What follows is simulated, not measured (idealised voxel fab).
The name of this process module is voxel self aligned contacts.
cross-section cut | 275 nm wide | cells 5 nm
Throughout this document, each cross-section is represented as a grid of square cells and is presented as a sequence of bands enumerated from the top downward, where a band comprises one or more rows of cells. Within each band entry, the heights of the top and of the bottom of the band appear first, in that order and in nm; the materials of the band then follow from left to right, each with its corresponding width in nm. The designation "all across" on a single material indicates that it fills the band from edge to edge; the designation "blank" indicates empty space. It should be noted that heights are counted from 0, beneath which the wafer as supplied is of one material throughout, and that the lowest band possesses no lower boundary but continues downward, as written in "0 down". Read "30->40" as a graded width: first number on top, second number at the bottom, same change between each pair of neighbouring rows. Where the words "no alterations made" appear for a step, the cross-section shows no cell changed by that step; every cell remained as before. Look at "Enclosed internal cavities" for the closed voids: empty spaces with no open path to the top, sized 8 cells or up. Each is width x height at distance, distance from the left edge, all nm. Post-settings text on a step line: simulator's own remark regarding the step. Steps that use a mask can have "overlay nm" on their line. It says how far the mask sat to the right of where it was meant to be. Negative means to the left. Note on reading: below, each pair holds a cross-section from before one process step and one from after it; the one from after shows only down to the lowest band that changed. Beneath the pair, the step in between is stated along with its settings. The pairs can stem from different runs of this module on the same starting wafer. Where a pair's entry headed "Pre-step" says so, and only there, that pair continues from the pair above it.

-- Pre-step
    55 to 50  TiN 115  blank 40  TiN 120
    50 to 40  SiO2 110  TiN 5->20  blank 40->10  TiN 5->20  SiO2 115
    40 to 25  SiO2 80  SiN 45  TiN 5  blank 10  TiN 5  SiN 45  SiO2 85
    25 to 10  SiO2 80  SiN 5  polySi 35  SiN 5  TiN 5  blank 10  TiN 5  SiN 5  polySi 35  SiN 5  SiO2 85
    10 to 5  SiO2 80  SiN 5  polySi 35  SiN 5  TiN 20  SiN 5  polySi 35  SiN 5  SiO2 85
    5 to 0  SiN 85  polySi 35  SiN 30  polySi 35  SiN 90
    0 to -5  SiO2 all across
    -5 down  Si all across
    Enclosed internal cavities: none

-- As Processed
    60 to 55  Ru all across
    55 to 50  TiN 115  Ru 40  TiN 120
    50 to 40  SiO2 110  TiN 5->20  Ru 40->10  TiN 5->20  SiO2 115
    40 to 25  SiO2 80  SiN 45  TiN 5  Ru 10  TiN 5  SiN 45  SiO2 85
    25 to 10  SiO2 80  SiN 5  polySi 35  SiN 5  TiN 5  Ru 10  TiN 5  SiN 5  polySi 35  SiN 5  SiO2 85
    Note: structure below 10 unchanged.
    Enclosed internal cavities: none
It is this step that lies between the two cross-sections above: FILL_DEP (material Ru; thk nm 5)

Pre-step: Reference is made to the cross-section shown after the step in the pair directly above, which represents the state prior to this step.

-- As Processed
    50 to 40  SiO2 110  TiN 5->20  Ru 40->10  TiN 5->20  SiO2 115
    Note: structure below 40 unchanged.
    Enclosed internal cavities: none
It is this step that lies between the two cross-sections above: CMP (height nm 50)

Pre-step: Reference is made to the cross-section shown after the step in the pair directly above, which represents the state prior to this step.

-- As Processed
    55 to 50  SiN all across
    Note: structure below 50 unchanged.
    Enclosed internal cavities: none
It is this step that lies between the two cross-sections above: CONFORMAL_DEP (material SiN; thk nm 5)

-- Pre-step
    0 to -5  SiO2 all across
    -5 down  Si all across
    Enclosed internal cavities: none

-- As Processed
    20 to 0  polySi all across
    Note: structure below 0 unchanged.
    Enclosed internal cavities: none
It is this step that lies between the two cross-sections above: DIRECTIONAL_DEP (material polySi; thk nm 20)

Pre-step: Reference is made to the cross-section shown after the step in the pair directly above, which represents the state prior to this step.

-- As Processed
    35 to 20  SiN all across
    Note: structure below 20 unchanged.
    Enclosed internal cavities: none
It is this step that lies between the two cross-sections above: DIRECTIONAL_DEP (material SiN; thk nm 15)

Pre-step: Reference is made to the cross-section shown after the step in the pair directly above, which represents the state prior to this step.

-- As Processed
    45 to 35  aC all across
    Note: structure below 35 unchanged.
    Enclosed internal cavities: none
It is this step that lies between the two cross-sections above: DIRECTIONAL_DEP (material aC; thk nm 10)

Pre-step: Reference is made to the cross-section shown after the step in the pair directly above, which represents the state prior to this step.

-- As Processed
    70 to 45  blank 85  resist 35  blank 30  resist 35  blank 90
    Note: structure below 45 unchanged.
    Enclosed internal cavities: none
It is this step that lies between the two cross-sections above: PATTERN (tone cover; mask id GATE; material resist; width nm 35; pitch nm 65; thk nm 25; overlay nm 0)

Pre-step: Reference is made to the cross-section shown after the step in the pair directly above, which represents the state prior to this step.

-- As Processed
    60 to 45  blank 85  resist 35  blank 30  resist 35  blank 90
    45 to 35  blank 85  aC 35  blank 30  aC 35  blank 90
    Note: structure below 35 unchanged.
    Enclosed internal cavities: none
It is this step that lies between the two cross-sections above: DIRECTIONAL_ETCH (etch materials aC; depth nm 10)

Pre-step: Reference is made to the cross-section shown after the step in the pair directly above, which represents the state prior to this step.

-- As Processed
    45 to 35  blank 85  aC 35  blank 30  aC 35  blank 90
    Note: structure below 35 unchanged.
    Enclosed internal cavities: none
It is this step that lies between the two cross-sections above: STRIP (etch materials resist)

Pre-step: Reference is made to the cross-section shown after the step in the pair directly above, which represents the state prior to this step.

-- As Processed
    45 to 35  blank 85  aC 35  blank 30  aC 35  blank 90
    35 to 20  blank 85  SiN 35  blank 30  SiN 35  blank 90
    Note: structure below 20 unchanged.
    Enclosed internal cavities: none
It is this step that lies between the two cross-sections above: DIRECTIONAL_ETCH (etch materials SiN; depth nm 15)

Pre-step: Reference is made to the cross-section shown after the step in the pair directly above, which represents the state prior to this step.

-- As Processed
    45 to 35  blank 85  aC 35  blank 30  aC 35  blank 90
    35 to 20  blank 85  SiN 35  blank 30  SiN 35  blank 90
    20 to 0  blank 85  polySi 35  blank 30  polySi 35  blank 90
    Note: structure below 0 unchanged.
    Enclosed internal cavities: none
It is this step that lies between the two cross-sections above: DIRECTIONAL_ETCH (etch materials polySi; depth nm 25)

Pre-step: Reference is made to the cross-section shown after the step in the pair directly above, which represents the state prior to this step.

-- As Processed
    35 to 20  blank 85  SiN 35  blank 30  SiN 35  blank 90
    Note: structure below 20 unchanged.
    Enclosed internal cavities: none
It is this step that lies between the two cross-sections above: STRIP (etch materials aC)

Pre-step: Reference is made to the cross-section shown after the step in the pair directly above, which represents the state prior to this step.

-- As Processed
    40 to 20  blank 80  SiN 45  blank 20  SiN 45  blank 85
    20 to 5  blank 80  SiN 5  polySi 35  SiN 5  blank 20  SiN 5  polySi 35  SiN 5  blank 85
    5 to 0  SiN 85  polySi 35  SiN 30  polySi 35  SiN 90
    Note: structure below 0 unchanged.
    Enclosed internal cavities: none
It is this step that lies between the two cross-sections above: CONFORMAL_DEP (material SiN; thk nm 5)

Pre-step: Reference is made to the cross-section shown after the step in the pair directly above, which represents the state prior to this step.

-- As Processed
    35 to 20  blank 80  SiN 45  blank 20  SiN 45  blank 85
    20 to 0  blank 80  SiN 5  polySi 35  SiN 5  blank 20  SiN 5  polySi 35  SiN 5  blank 85
    Note: structure below 0 unchanged.
    Enclosed internal cavities: none
It is this step that lies between the two cross-sections above: DIRECTIONAL_ETCH (etch materials SiN; depth nm 5)

Pre-step: Reference is made to the cross-section shown after the step in the pair directly above, which represents the state prior to this step.

-- As Processed
    55 to 35  SiO2 all across
    35 to 20  SiO2 80  SiN 45  SiO2 20  SiN 45  SiO2 85
    20 to 0  SiO2 80  SiN 5  polySi 35  SiN 5  SiO2 20  SiN 5  polySi 35  SiN 5  SiO2 85
    Note: structure below 0 unchanged.
    Enclosed internal cavities: none
It is this step that lies between the two cross-sections above: FILL_DEP (material SiO2; thk nm 20)

Pre-step: Reference is made to the cross-section shown after the step in the pair directly above, which represents the state prior to this step.

-- As Processed
    50 to 35  SiO2 all across
    Note: structure below 35 unchanged.
    Enclosed internal cavities: none
It is this step that lies between the two cross-sections above: CMP (height nm 50)

Pre-step: Reference is made to the cross-section shown after the step in the pair directly above, which represents the state prior to this step.

-- As Processed
    65 to 50  aC all across
    Note: structure below 50 unchanged.
    Enclosed internal cavities: none
It is this step that lies between the two cross-sections above: DIRECTIONAL_DEP (material aC; thk nm 15)

Pre-step: Reference is made to the cross-section shown after the step in the pair directly above, which represents the state prior to this step.

-- As Processed
    100 to 65  resist 110  blank 50  resist 115
    Note: structure below 65 unchanged.
    Enclosed internal cavities: none
It is this step that lies between the two cross-sections above: PATTERN (tone open; mask id CONTACT; material resist; width nm 50; thk nm 35; overlay nm 0)

Pre-step: Reference is made to the cross-section shown after the step in the pair directly above, which represents the state prior to this step.

-- As Processed
    85 to 65  resist 110  blank 50  resist 115
    65 to 50  aC 110  blank 50  aC 115
    Note: structure below 50 unchanged.
    Enclosed internal cavities: none
It is this step that lies between the two cross-sections above: DIRECTIONAL_ETCH (etch materials aC; depth nm 15)

Pre-step: Reference is made to the cross-section shown after the step in the pair directly above, which represents the state prior to this step.

-- As Processed
    65 to 50  aC 110  blank 50  aC 115
    Note: structure below 50 unchanged.
    Enclosed internal cavities: none
It is this step that lies between the two cross-sections above: STRIP (etch materials resist)

Pre-step: Reference is made to the cross-section shown after the step in the pair directly above, which represents the state prior to this step.

-- As Processed
    65 to 50  aC 110  blank 50  aC 115
    50 to 35  SiO2 110  blank 50  SiO2 115
    35 to 20  SiO2 80  SiN 45  blank 20  SiN 45  SiO2 85
    20 to 0  SiO2 80  SiN 5  polySi 35  SiN 5  blank 20  SiN 5  polySi 35  SiN 5  SiO2 85
    0 to -5  SiO2 125  blank 20  SiO2 130
    Note: structure below -5 unchanged.
    Enclosed internal cavities: none
It is this step that lies between the two cross-sections above: DIRECTIONAL_ETCH (etch materials SiO2; depth nm 55)

Pre-step: Reference is made to the cross-section shown after the step in the pair directly above, which represents the state prior to this step.

-- As Processed
    50 to 35  SiO2 110  blank 50  SiO2 115
    Note: structure below 35 unchanged.
    Enclosed internal cavities: none
It is this step that lies between the two cross-sections above: STRIP (etch materials aC)

Pre-step: Reference is made to the cross-section shown after the step in the pair directly above, which represents the state prior to this step.

-- As Processed
    55 to 50  TiN 115  blank 40  TiN 120
    50 to 40  SiO2 110  TiN 5  blank 40  TiN 5  SiO2 115
    40 to 35  SiO2 110  TiN 20  blank 10  TiN 20  SiO2 115
    35 to 20  SiO2 80  SiN 45  TiN 5  blank 10  TiN 5  SiN 45  SiO2 85
    20 to 0  SiO2 80  SiN 5  polySi 35  SiN 5  TiN 5  blank 10  TiN 5  SiN 5  polySi 35  SiN 5  SiO2 85
    0 to -5  SiO2 125  TiN 20  SiO2 130
    Note: structure below -5 unchanged.
    Enclosed internal cavities: none
It is this step that lies between the two cross-sections above: CONFORMAL_DEP (material TiN; thk nm 5)

Pre-step: Reference is made to the cross-section shown after the step in the pair directly above, which represents the state prior to this step.

-- As Processed
    60 to 55  Ru all across
    55 to 50  TiN 115  Ru 40  TiN 120
    50 to 40  SiO2 110  TiN 5  Ru 40  TiN 5  SiO2 115
    40 to 35  SiO2 110  TiN 20  Ru 10  TiN 20  SiO2 115
    35 to 20  SiO2 80  SiN 45  TiN 5  Ru 10  TiN 5  SiN 45  SiO2 85
    20 to 0  SiO2 80  SiN 5  polySi 35  SiN 5  TiN 5  Ru 10  TiN 5  SiN 5  polySi 35  SiN 5  SiO2 85
    Note: structure below 0 unchanged.
    Enclosed internal cavities: none
It is this step that lies between the two cross-sections above: FILL_DEP (material Ru; thk nm 5)

Pre-step: Reference is made to the cross-section shown after the step in the pair directly above, which represents the state prior to this step.

-- As Processed
    50 to 40  SiO2 110  TiN 5  Ru 40  TiN 5  SiO2 115
    Note: structure below 40 unchanged.
    Enclosed internal cavities: none
It is this step that lies between the two cross-sections above: CMP (height nm 50)

Pre-step: Reference is made to the cross-section shown after the step in the pair directly above, which represents the state prior to this step.

-- As Processed
    55 to 50  SiN all across
    Note: structure below 50 unchanged.
    Enclosed internal cavities: none
It is this step that lies between the two cross-sections above: CONFORMAL_DEP (material SiN; thk nm 5)

-- Pre-step
    65 to 50  aC all across
    50 to 40  SiO2 all across
    40 to 25  SiO2 80  SiN 45  SiO2 20  SiN 45  SiO2 85
    25 to 0  SiO2 80  SiN 5  polySi 35  SiN 5  SiO2 20  SiN 5  polySi 35  SiN 5  SiO2 85
    0 to -5  SiO2 all across
    -5 down  Si all across
    Enclosed internal cavities: none

-- As Processed
    100 to 65  resist 115  blank 45  resist 115
    Note: structure below 65 unchanged.
    Enclosed internal cavities: none
It is this step that lies between the two cross-sections above: PATTERN (tone open; mask id CONTACT; material resist; width nm 45; thk nm 35; overlay nm 0)

Pre-step: Reference is made to the cross-section shown after the step in the pair directly above, which represents the state prior to this step.

-- As Processed
    85 to 65  resist 115  blank 45  resist 115
    65 to 50  aC 115  blank 45  aC 115
    Note: structure below 50 unchanged.
    Enclosed internal cavities: none
It is this step that lies between the two cross-sections above: DIRECTIONAL_ETCH (etch materials aC; depth nm 15)

Pre-step: Reference is made to the cross-section shown after the step in the pair directly above, which represents the state prior to this step.

-- As Processed
    65 to 50  aC 115  blank 45  aC 115
    Note: structure below 50 unchanged.
    Enclosed internal cavities: none
It is this step that lies between the two cross-sections above: STRIP (etch materials resist)

Pre-step: Reference is made to the cross-section shown after the step in the pair directly above, which represents the state prior to this step.

-- As Processed
    65 to 50  aC 115  blank 45  aC 115
    50 to 40  SiO2 115  blank 45  SiO2 115
    40 to 25  SiO2 80  SiN 45  blank 20  SiN 45  SiO2 85
    25 to 0  SiO2 80  SiN 5  polySi 35  SiN 5  blank 20  SiN 5  polySi 35  SiN 5  SiO2 85
    0 to -5  SiO2 125  blank 20  SiO2 130
    Note: structure below -5 unchanged.
    Enclosed internal cavities: none
It is this step that lies between the two cross-sections above: DIRECTIONAL_ETCH (etch materials SiO2; depth nm 55)

Pre-step: Reference is made to the cross-section shown after the step in the pair directly above, which represents the state prior to this step.

-- As Processed
    50 to 40  SiO2 115  blank 45  SiO2 115
    Note: structure below 40 unchanged.
    Enclosed internal cavities: none
It is this step that lies between the two cross-sections above: STRIP (etch materials aC)

Pre-step: Reference is made to the cross-section shown after the step in the pair directly above, which represents the state prior to this step.

-- As Processed
    55 to 50  TiN 120  blank 35  TiN 120
    50 to 40  SiO2 115  TiN 5->15  blank 35->10  TiN 5->20  SiO2 115
    40 to 25  SiO2 80  SiN 45  TiN 5  blank 10  TiN 5  SiN 45  SiO2 85
    25 to 0  SiO2 80  SiN 5  polySi 35  SiN 5  TiN 5  blank 10  TiN 5  SiN 5  polySi 35  SiN 5  SiO2 85
    0 to -5  SiO2 125  TiN 20  SiO2 130
    Note: structure below -5 unchanged.
    Enclosed internal cavities: none
It is this step that lies between the two cross-sections above: CONFORMAL_DEP (material TiN; thk nm 5)

Pre-step: Reference is made to the cross-section shown after the step in the pair directly above, which represents the state prior to this step.

-- As Processed
    60 to 55  Ru all across
    55 to 50  TiN 120  Ru 35  TiN 120
    50 to 40  SiO2 115  TiN 5->15  Ru 35->10  TiN 5->20  SiO2 115
    40 to 25  SiO2 80  SiN 45  TiN 5  Ru 10  TiN 5  SiN 45  SiO2 85
    25 to 0  SiO2 80  SiN 5  polySi 35  SiN 5  TiN 5  Ru 10  TiN 5  SiN 5  polySi 35  SiN 5  SiO2 85
    Note: structure below 0 unchanged.
    Enclosed internal cavities: none
It is this step that lies between the two cross-sections above: FILL_DEP (material Ru; thk nm 5)

Pre-step: Reference is made to the cross-section shown after the step in the pair directly above, which represents the state prior to this step.

-- As Processed
    50 to 40  SiO2 115  TiN 5->15  Ru 35->10  TiN 5->20  SiO2 115
    Note: structure below 40 unchanged.
    Enclosed internal cavities: none
It is this step that lies between the two cross-sections above: CMP (height nm 50)

Pre-step: Reference is made to the cross-section shown after the step in the pair directly above, which represents the state prior to this step.

-- As Processed
    55 to 50  SiN all across
    Note: structure below 50 unchanged.
    Enclosed internal cavities: none
It is this step that lies between the two cross-sections above: CONFORMAL_DEP (material SiN; thk nm 5)

-- Pre-step
    50 to 40  aC all across
    40 to 25  SiN all across
    25 to 0  polySi all across
    0 to -5  SiO2 all across
    -5 down  Si all across
    Enclosed internal cavities: none

-- As Processed
    75 to 50  blank 95  resist 35  blank 30  resist 35  blank 80
    Note: structure below 50 unchanged.
    Enclosed internal cavities: none
It is this step that lies between the two cross-sections above: PATTERN (tone cover; mask id GATE; material resist; width nm 35; pitch nm 65; thk nm 25; overlay nm 10)

Pre-step: Reference is made to the cross-section shown after the step in the pair directly above, which represents the state prior to this step.

-- As Processed
    65 to 50  blank 95  resist 35  blank 30  resist 35  blank 80
    50 to 40  blank 95  aC 35  blank 30  aC 35  blank 80
    Note: structure below 40 unchanged.
    Enclosed internal cavities: none
It is this step that lies between the two cross-sections above: DIRECTIONAL_ETCH (etch materials aC; depth nm 10)

Pre-step: Reference is made to the cross-section shown after the step in the pair directly above, which represents the state prior to this step.

-- As Processed
    50 to 40  blank 95  aC 35  blank 30  aC 35  blank 80
    Note: structure below 40 unchanged.
    Enclosed internal cavities: none
It is this step that lies between the two cross-sections above: STRIP (etch materials resist)

Pre-step: Reference is made to the cross-section shown after the step in the pair directly above, which represents the state prior to this step.

-- As Processed
    50 to 40  blank 95  aC 35  blank 30  aC 35  blank 80
    40 to 25  blank 95  SiN 35  blank 30  SiN 35  blank 80
    Note: structure below 25 unchanged.
    Enclosed internal cavities: none
It is this step that lies between the two cross-sections above: DIRECTIONAL_ETCH (etch materials SiN; depth nm 15)

Pre-step: Reference is made to the cross-section shown after the step in the pair directly above, which represents the state prior to this step.

-- As Processed
    50 to 40  blank 95  aC 35  blank 30  aC 35  blank 80
    40 to 25  blank 95  SiN 35  blank 30  SiN 35  blank 80
    25 to 0  blank 95  polySi 35  blank 30  polySi 35  blank 80
    Note: structure below 0 unchanged.
    Enclosed internal cavities: none
It is this step that lies between the two cross-sections above: DIRECTIONAL_ETCH (etch materials polySi; depth nm 25)

Pre-step: Reference is made to the cross-section shown after the step in the pair directly above, which represents the state prior to this step.

-- As Processed
    40 to 25  blank 95  SiN 35  blank 30  SiN 35  blank 80
    Note: structure below 25 unchanged.
    Enclosed internal cavities: none
It is this step that lies between the two cross-sections above: STRIP (etch materials aC)

Pre-step: Reference is made to the cross-section shown after the step in the pair directly above, which represents the state prior to this step.

-- As Processed
    45 to 25  blank 90  SiN 45  blank 20  SiN 45  blank 75
    25 to 5  blank 90  SiN 5  polySi 35  SiN 5  blank 20  SiN 5  polySi 35  SiN 5  blank 75
    5 to 0  SiN 95  polySi 35  SiN 30  polySi 35  SiN 80
    Note: structure below 0 unchanged.
    Enclosed internal cavities: none
It is this step that lies between the two cross-sections above: CONFORMAL_DEP (material SiN; thk nm 5)

Pre-step: Reference is made to the cross-section shown after the step in the pair directly above, which represents the state prior to this step.

-- As Processed
    40 to 25  blank 90  SiN 45  blank 20  SiN 45  blank 75
    25 to 0  blank 90  SiN 5  polySi 35  SiN 5  blank 20  SiN 5  polySi 35  SiN 5  blank 75
    Note: structure below 0 unchanged.
    Enclosed internal cavities: none
It is this step that lies between the two cross-sections above: DIRECTIONAL_ETCH (etch materials SiN; depth nm 5)

Pre-step: Reference is made to the cross-section shown after the step in the pair directly above, which represents the state prior to this step.

-- As Processed
    60 to 40  SiO2 all across
    40 to 25  SiO2 90  SiN 45  SiO2 20  SiN 45  SiO2 75
    25 to 0  SiO2 90  SiN 5  polySi 35  SiN 5  SiO2 20  SiN 5  polySi 35  SiN 5  SiO2 75
    Note: structure below 0 unchanged.
    Enclosed internal cavities: none
It is this step that lies between the two cross-sections above: FILL_DEP (material SiO2; thk nm 20)

Pre-step: Reference is made to the cross-section shown after the step in the pair directly above, which represents the state prior to this step.

-- As Processed
    50 to 40  SiO2 all across
    Note: structure below 40 unchanged.
    Enclosed internal cavities: none
It is this step that lies between the two cross-sections above: CMP (height nm 50)

Pre-step: Reference is made to the cross-section shown after the step in the pair directly above, which represents the state prior to this step.

-- As Processed
    65 to 50  aC all across
    Note: structure below 50 unchanged.
    Enclosed internal cavities: none
It is this step that lies between the two cross-sections above: DIRECTIONAL_DEP (material aC; thk nm 15)

Pre-step: Reference is made to the cross-section shown after the step in the pair directly above, which represents the state prior to this step.

-- As Processed
    100 to 65  resist 110  blank 50  resist 115
    Note: structure below 65 unchanged.
    Enclosed internal cavities: none
It is this step that lies between the two cross-sections above: PATTERN (tone open; mask id CONTACT; material resist; width nm 50; thk nm 35; overlay nm 0)

Pre-step: Reference is made to the cross-section shown after the step in the pair directly above, which represents the state prior to this step.

-- As Processed
    85 to 65  resist 110  blank 50  resist 115
    65 to 50  aC 110  blank 50  aC 115
    Note: structure below 50 unchanged.
    Enclosed internal cavities: none
It is this step that lies between the two cross-sections above: DIRECTIONAL_ETCH (etch materials aC; depth nm 15)

Pre-step: Reference is made to the cross-section shown after the step in the pair directly above, which represents the state prior to this step.

-- As Processed
    65 to 50  aC 110  blank 50  aC 115
    Note: structure below 50 unchanged.
    Enclosed internal cavities: none
It is this step that lies between the two cross-sections above: STRIP (etch materials resist)

Pre-step: Reference is made to the cross-section shown after the step in the pair directly above, which represents the state prior to this step.

-- As Processed
    65 to 50  aC 110  blank 50  aC 115
    50 to 40  SiO2 110  blank 50  SiO2 115
    40 to 25  SiO2 90  SiN 45  blank 20  SiN 45  SiO2 75
    25 to 0  SiO2 90  SiN 5  polySi 35  SiN 5  blank 20  SiN 5  polySi 35  SiN 5  SiO2 75
    0 to -5  SiO2 135  blank 20  SiO2 120
    Note: structure below -5 unchanged.
    Enclosed internal cavities: none
It is this step that lies between the two cross-sections above: DIRECTIONAL_ETCH (etch materials SiO2; depth nm 55)

Pre-step: Reference is made to the cross-section shown after the step in the pair directly above, which represents the state prior to this step.

-- As Processed
    50 to 40  SiO2 110  blank 50  SiO2 115
    Note: structure below 40 unchanged.
    Enclosed internal cavities: none
It is this step that lies between the two cross-sections above: STRIP (etch materials aC)

Pre-step: Reference is made to the cross-section shown after the step in the pair directly above, which represents the state prior to this step.

-- As Processed
    55 to 50  TiN 115  blank 40  TiN 120
    50 to 40  SiO2 110  TiN 5->30  blank 40->10  TiN 5->10  SiO2 115
    40 to 25  SiO2 90  SiN 45  TiN 5  blank 10  TiN 5  SiN 45  SiO2 75
    25 to 0  SiO2 90  SiN 5  polySi 35  SiN 5  TiN 5  blank 10  TiN 5  SiN 5  polySi 35  SiN 5  SiO2 75
    0 to -5  SiO2 135  TiN 20  SiO2 120
    Note: structure below -5 unchanged.
    Enclosed internal cavities: none
It is this step that lies between the two cross-sections above: CONFORMAL_DEP (material TiN; thk nm 5)

Pre-step: Reference is made to the cross-section shown after the step in the pair directly above, which represents the state prior to this step.

-- As Processed
    60 to 55  Ru all across
    55 to 50  TiN 115  Ru 40  TiN 120
    50 to 40  SiO2 110  TiN 5->30  Ru 40->10  TiN 5->10  SiO2 115
    40 to 25  SiO2 90  SiN 45  TiN 5  Ru 10  TiN 5  SiN 45  SiO2 75
    25 to 0  SiO2 90  SiN 5  polySi 35  SiN 5  TiN 5  Ru 10  TiN 5  SiN 5  polySi 35  SiN 5  SiO2 75
    Note: structure below 0 unchanged.
    Enclosed internal cavities: none
It is this step that lies between the two cross-sections above: FILL_DEP (material Ru; thk nm 5)

Pre-step: Reference is made to the cross-section shown after the step in the pair directly above, which represents the state prior to this step.

-- As Processed
    50 to 40  SiO2 110  TiN 5->30  Ru 40->10  TiN 5->10  SiO2 115
    Note: structure below 40 unchanged.
    Enclosed internal cavities: none
It is this step that lies between the two cross-sections above: CMP (height nm 50)

Pre-step: Reference is made to the cross-section shown after the step in the pair directly above, which represents the state prior to this step.

-- As Processed
    55 to 50  SiN all across
    Note: structure below 50 unchanged.
    Enclosed internal cavities: none
It is this step that lies between the two cross-sections above: CONFORMAL_DEP (material SiN; thk nm 5)

-- Pre-step
    50 to 40  SiO2 110  blank 50  SiO2 115
    40 to 25  SiO2 80  SiN 45  blank 20  SiN 45  SiO2 85
    25 to 0  SiO2 80  SiN 5  polySi 35  SiN 5  blank 20  SiN 5  polySi 35  SiN 5  SiO2 85
    0 to -5  SiO2 125  blank 20  SiO2 130
    -5 down  Si all across
    Enclosed internal cavities: none

-- As Processed
    55 to 45  SiO2 115  blank 40  SiO2 120
    45 to 40  SiO2 130  blank 10  SiO2 135
    40 to 25  SiO2 80  SiN 45  SiO2 5  blank 10  SiO2 5  SiN 45  SiO2 85
    25 to 0  SiO2 80  SiN 5  polySi 35  SiN 5  SiO2 5  blank 10  SiO2 5  SiN 5  polySi 35  SiN 5  SiO2 85
    0 to -5  SiO2 all across
    Note: structure below -5 unchanged.
    Enclosed internal cavities: none
It is this step that lies between the two cross-sections above: CONFORMAL_DEP (material SiO2; thk nm 5)

Pre-step: Reference is made to the cross-section shown after the step in the pair directly above, which represents the state prior to this step.

-- As Processed
    60 to 55  Ru all across
    55 to 45  SiO2 115  Ru 40  SiO2 120
    45 to 40  SiO2 130  Ru 10  SiO2 135
    40 to 25  SiO2 80  SiN 45  SiO2 5  Ru 10  SiO2 5  SiN 45  SiO2 85
    25 to 0  SiO2 80  SiN 5  polySi 35  SiN 5  SiO2 5  Ru 10  SiO2 5  SiN 5  polySi 35  SiN 5  SiO2 85
    Note: structure below 0 unchanged.
    Enclosed internal cavities: none
It is this step that lies between the two cross-sections above: FILL_DEP (material Ru; thk nm 5)

Pre-step: Reference is made to the cross-section shown after the step in the pair directly above, which represents the state prior to this step.

-- As Processed
    50 to 40  SiO2 115->130  Ru 40->10  SiO2 120->135
    Note: structure below 40 unchanged.
    Enclosed internal cavities: none
It is this step that lies between the two cross-sections above: CMP (height nm 50)

Pre-step: Reference is made to the cross-section shown after the step in the pair directly above, which represents the state prior to this step.

-- As Processed
    55 to 50  SiN all across
    Note: structure below 50 unchanged.
    Enclosed internal cavities: none
It is this step that lies between the two cross-sections above: CONFORMAL_DEP (material SiN; thk nm 5)

-- Pre-step
    50 to 40  aC all across
    40 to 25  SiN all across
    25 to 0  polySi all across
    0 to -5  SiO2 all across
    -5 down  Si all across
    Enclosed internal cavities: none

-- As Processed
    75 to 50  resist 85  blank 35  resist 30  blank 35  resist 90
    Note: structure below 50 unchanged.
    Enclosed internal cavities: none
It is this step that lies between the two cross-sections above: PATTERN (tone open; mask id GATE; material resist; width nm 35; pitch nm 65; thk nm 25; overlay nm 0)

Pre-step: Reference is made to the cross-section shown after the step in the pair directly above, which represents the state prior to this step.

-- As Processed
    65 to 50  resist 85  blank 35  resist 30  blank 35  resist 90
    50 to 40  aC 85  blank 35  aC 30  blank 35  aC 90
    Note: structure below 40 unchanged.
    Enclosed internal cavities: none
It is this step that lies between the two cross-sections above: DIRECTIONAL_ETCH (etch materials aC; depth nm 10)

Pre-step: Reference is made to the cross-section shown after the step in the pair directly above, which represents the state prior to this step.

-- As Processed
    50 to 40  aC 85  blank 35  aC 30  blank 35  aC 90
    Note: structure below 40 unchanged.
    Enclosed internal cavities: none
It is this step that lies between the two cross-sections above: STRIP (etch materials resist)

Pre-step: Reference is made to the cross-section shown after the step in the pair directly above, which represents the state prior to this step.

-- As Processed
    50 to 40  aC 85  blank 35  aC 30  blank 35  aC 90
    40 to 25  SiN 85  blank 35  SiN 30  blank 35  SiN 90
    Note: structure below 25 unchanged.
    Enclosed internal cavities: none
It is this step that lies between the two cross-sections above: DIRECTIONAL_ETCH (etch materials SiN; depth nm 15)

Pre-step: Reference is made to the cross-section shown after the step in the pair directly above, which represents the state prior to this step.

-- As Processed
    50 to 40  aC 85  blank 35  aC 30  blank 35  aC 90
    40 to 25  SiN 85  blank 35  SiN 30  blank 35  SiN 90
    25 to 0  polySi 85  blank 35  polySi 30  blank 35  polySi 90
    Note: structure below 0 unchanged.
    Enclosed internal cavities: none
It is this step that lies between the two cross-sections above: DIRECTIONAL_ETCH (etch materials polySi; depth nm 25)

Pre-step: Reference is made to the cross-section shown after the step in the pair directly above, which represents the state prior to this step.

-- As Processed
    40 to 25  SiN 85  blank 35  SiN 30  blank 35  SiN 90
    Note: structure below 25 unchanged.
    Enclosed internal cavities: none
It is this step that lies between the two cross-sections above: STRIP (etch materials aC)

Pre-step: Reference is made to the cross-section shown after the step in the pair directly above, which represents the state prior to this step.

-- As Processed
    45 to 25  SiN 90  blank 25  SiN 40  blank 25  SiN 95
    25 to 5  polySi 85  SiN 5  blank 25  SiN 5  polySi 30  SiN 5  blank 25  SiN 5  polySi 90
    5 to 0  polySi 85  SiN 35  polySi 30  SiN 35  polySi 90
    Note: structure below 0 unchanged.
    Enclosed internal cavities: none
It is this step that lies between the two cross-sections above: CONFORMAL_DEP (material SiN; thk nm 5)

Pre-step: Reference is made to the cross-section shown after the step in the pair directly above, which represents the state prior to this step.

-- As Processed
    40 to 25  SiN 90  blank 25  SiN 40  blank 25  SiN 95
    25 to 0  polySi 85  SiN 5  blank 25  SiN 5  polySi 30  SiN 5  blank 25  SiN 5  polySi 90
    Note: structure below 0 unchanged.
    Enclosed internal cavities: none
It is this step that lies between the two cross-sections above: DIRECTIONAL_ETCH (etch materials SiN; depth nm 5)

Pre-step: Reference is made to the cross-section shown after the step in the pair directly above, which represents the state prior to this step.

-- As Processed
    60 to 40  SiO2 all across
    40 to 25  SiN 90  SiO2 25  SiN 40  SiO2 25  SiN 95
    25 to 0  polySi 85  SiN 5  SiO2 25  SiN 5  polySi 30  SiN 5  SiO2 25  SiN 5  polySi 90
    Note: structure below 0 unchanged.
    Enclosed internal cavities: none
It is this step that lies between the two cross-sections above: FILL_DEP (material SiO2; thk nm 20)

Pre-step: Reference is made to the cross-section shown after the step in the pair directly above, which represents the state prior to this step.

-- As Processed
    50 to 40  SiO2 all across
    Note: structure below 40 unchanged.
    Enclosed internal cavities: none
It is this step that lies between the two cross-sections above: CMP (height nm 50)

Pre-step: Reference is made to the cross-section shown after the step in the pair directly above, which represents the state prior to this step.

-- As Processed
    65 to 50  aC all across
    Note: structure below 50 unchanged.
    Enclosed internal cavities: none
It is this step that lies between the two cross-sections above: DIRECTIONAL_DEP (material aC; thk nm 15)

Pre-step: Reference is made to the cross-section shown after the step in the pair directly above, which represents the state prior to this step.

-- As Processed
    100 to 65  resist 110  blank 50  resist 115
    Note: structure below 65 unchanged.
    Enclosed internal cavities: none
It is this step that lies between the two cross-sections above: PATTERN (tone open; mask id CONTACT; material resist; width nm 50; thk nm 35; overlay nm 0)
